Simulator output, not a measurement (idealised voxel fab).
process module | voxel double patterning
cross-section cut | 255 nm wide | cells 5 nm
A cross-section is a grid of square cells, given in bands from the top down. A band is one or more rows of cells.
Each band's line starts with the height of the band's top and of its bottom, in nm. Then come its materials from left to right, each with its width in nm. One material with "throughout" fills the band from edge to edge. "air" is empty space.
Height 0 is the level under which the wafer as received is all one material. The lowest band goes on downwards, as in "0 down".
A width such as "30 to 40" changes by the same amount from each row of cells to the next, from the band's top row to its bottom row.
"no change" after a step means that no cell of the cross-section changed.
closed voids: empty space of 8 cells or more with no open way to the top, each as width x height at its distance from the left edge, in nm
after a step's settings: what the simulator itself notes on the step
overlay nm, on a step with a mask: how far to the right of its planned place the mask lay; to the left if negative
plan
1 op RECEIVE | material Si
2 op CONFORMAL_DEP | material SiO2 | thk nm 5
3 op DIRECTIONAL_DEP | material TiN | thk nm 10
4 op DIRECTIONAL_DEP | material SiCN | thk nm 5
5 op PATTERN | tone open | mask id FIRST | material resist | width nm 15 | pitch nm 50 | thk nm 15 | overlay nm 0
6 op DIRECTIONAL_ETCH | etch materials SiCN | depth nm 5
7 op STRIP | etch materials resist
8 op MASKED_ETCH | tone open | mask id SECOND | width nm 15 | etch materials SiCN | depth nm 5 | overlay nm 0
9 op DIRECTIONAL_ETCH | etch materials TiN | depth nm 10
10 op STRIP | etch materials SiCN
as received, after step 1
  0 down: Si throughout
  closed voids: none
first wafer at the end, as planned
  15 to 5: TiN 95 | air 15 | TiN 10 | air 15 | TiN 10 | air 15 | TiN 95
  5 to 0: SiO2 throughout
  0 down: Si throughout
  closed voids: none
second wafer at the end: like start, like plan, one mistake
  15 to 5: air 120 | TiN 15 | air 120
  5 to 0: SiO2 throughout
  0 down: Si throughout
  closed voids: none
what went wrong: step 8 ran as: op MASKED_ETCH | tone cover | mask id SECOND | width nm 15 | etch materials SiCN | depth nm 5 | overlay nm 0
at the end the second wafer has, in cells: 78 fewer of TiN
